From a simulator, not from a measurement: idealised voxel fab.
The process module that follows is named voxel gate over fins.
It is cross-section cut that appears here, measuring 195 nm in width, its square cells being 5 nm in size.
A cross-section is a grid of square cells, given in bands from the top down. A band is one or more rows of cells. Read a band's entry like this: the first values are the height of its top and the height of its bottom in nm, and what follows is the sequence of materials from left to right, each with its width in nm. Note that "blank" is empty space, and that a single material marked "throughout" reaches across the band from edge to edge. Height datum 0, below which the as-received substrate wafer is one material. Lowest band open at the bottom, running downward: "0 and below". Quick explanation for "30 to 40": the width changes in equal steps down the rows of cells, from the first number in the band's top row to the second number in its bottom row. You'll sometimes find "remains unaltered" written for a step, and that's the way of saying that nowhere in the cross-section did a cell change during that step. Enclosed voids (no open way to top), threshold 8 cells or more, entry "Enclosed void inventory", notation width x height at distance, distance from left edge, nm. Past the settings on a step's line: simulator remark, on that step. overlay nm: right-of-plan distance of the mask on a masked step; negative values mean left-of-plan.

PLANNED PROCESS STEPS
1 RECEIVE [material Si]
2 CONFORMAL_DEP [material SiN] [thk nm 5]
3 PATTERN [tone cover] [mask id FINS] [material resist] [width nm 15] [pitch nm 45] [thk nm 20] [overlay nm 0]
4 DIRECTIONAL_ETCH [etch materials SiN] [depth nm 5]
5 DIRECTIONAL_ETCH [etch materials Si] [depth nm 30]
6 STRIP [etch materials resist]
7 OXIDIZE [depth nm 5]
8 FILL_DEP [material SiO2] [thk nm 5]
9 CMP [height nm 5]
10 SELECTIVE_ETCH [etch materials SiO2] [depth nm 20]
11 STRIP [etch materials SiN]
12 CONFORMAL_DEP [material HfO2] [thk nm 5]
13 CONFORMAL_DEP [material TiN] [thk nm 5]
14 FILL_DEP [material W] [thk nm 10]
15 CMP [height nm 15]
16 CONFORMAL_DEP [material SiN] [thk nm 10]

CROSS-SECTION: WAFER ON ARRIVAL = AFTER STEP 1
> 0 and below: Si throughout
> Enclosed void inventory: none

STARTING STRUCTURE AND PROCESS PLAN ARE AS SHOWN ABOVE, BUT ONE MISTAKE WAS MADE IN RUNNING THE MODULE; THE WAFER CROSS-SECTION AT THE END OF THE MODULE FOLLOWS
> 25 down to 15: SiN throughout
> 15 down to 10: W throughout
> 10 down to 5: 15 of W | 25 of TiN | 20 of W | 25 of TiN | 20 of W | 25 of TiN | 20 of W | 25 of TiN | 20 of W
> 5 down to 0: 15 of W | 5 of TiN | 15 of HfO2 | 5 of TiN | 20 of W | 5 of TiN | 15 of HfO2 | 5 of TiN | 20 of W | 5 of TiN | 15 of HfO2 | 5 of TiN | 20 of W | 5 of TiN | 15 of HfO2 | 5 of TiN | 20 of W
> 0 down to -25: 15 of W | 5 of TiN | 5 of HfO2 | 5 of Si | 5 of HfO2 | 5 of TiN | 20 of W | 5 of TiN | 5 of HfO2 | 5 of Si | 5 of HfO2 | 5 of TiN | 20 of W | 5 of TiN | 5 of HfO2 | 5 of Si | 5 of HfO2 | 5 of TiN | 20 of W | 5 of TiN | 5 of HfO2 | 5 of Si | 5 of HfO2 | 5 of TiN | 20 of W
> -25 down to -30: 20 of TiN | 5 of HfO2 | 5 of Si | 5 of HfO2 | 30 of TiN | 5 of HfO2 | 5 of Si | 5 of HfO2 | 30 of TiN | 5 of HfO2 | 5 of Si | 5 of HfO2 | 30 of TiN | 5 of HfO2 | 5 of Si | 5 of HfO2 | 25 of TiN
> -30 down to -35: 25 of HfO2 | 5 of Si | 40 of HfO2 | 5 of Si | 40 of HfO2 | 5 of Si | 40 of HfO2 | 5 of Si | 30 of HfO2
> -35 and below: Si throughout
> Enclosed void inventory: none
What was done differently from what was planned? regarding the plan, step 10 was run twice
